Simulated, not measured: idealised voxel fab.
Herein follows the process module entitled voxel lift off.
Cross-section cut: width 185 nm, square cells of 5 nm.
Format of a cross-section: grid, square cells. Given as bands. Order: top down. Band: one or more rows of cells. For a band, the entry starts with two heights in nm, that of the top and then that of the bottom, and carries on with the band's materials in order from left to right, each alongside its width in nm; the word "full width" beside a single material means it fills the band edge to edge, and "empty" means empty space. Below 0: as-received wafer, all one material; heights counted from there. Lowest band: no bottom, goes on down, written "0 nm and below". Read "30 to 40" as a graded width: first number on top, second number at the bottom, same change between each pair of neighbouring rows. No cell of the cross-section changed in a step that is given as "remained unchanged". Closed-off voids of 8+ cells (no open route to the top) go in "closed voids", written width x height at distance from the left edge, in nm. Read whatever lies past the settings on a step's line as the simulator's own remark about the step. On any step carrying a mask, the "overlay nm" setting, if present on the step's line, tells how far right of its planned place the mask lay; negative values point to the left.
Plan:
1,RECEIVE,material Si
2,CONFORMAL_DEP,material SiO2,thk nm 15
3,PATTERN,tone open,mask id LINES,material resist,width nm 25,pitch nm 55,thk nm 25,overlay nm 0
4,DIRECTIONAL_DEP,material Ru,thk nm 10
5,STRIP,etch materials resist
6,CONFORMAL_DEP,material SiO2,thk nm 10
So this is the incoming wafer in cross-section - it's already been through step 1:
	0 nm and below  Si full width
	closed voids: none
Look at the cross-section after the module: the wafer started out the way shown above and the plan was the one shown above, yet one mistake was made along the way:
	35 nm to 25 nm  empty: 35  SiO2: 45  empty: 10  SiO2: 45  empty: 50
	25 nm to 15 nm  SiO2: 45  Ru: 25  SiO2: 30  Ru: 25  SiO2: 60
	15 nm to 0 nm  SiO2 full width
	0 nm and below  Si full width
	closed voids: none
Processing error: step 3 was processed under conditions differing from the plan, specifically as PATTERN,tone open,mask id LINES,material resist,width nm 25,pitch nm 55,thk nm 25,overlay nm -5
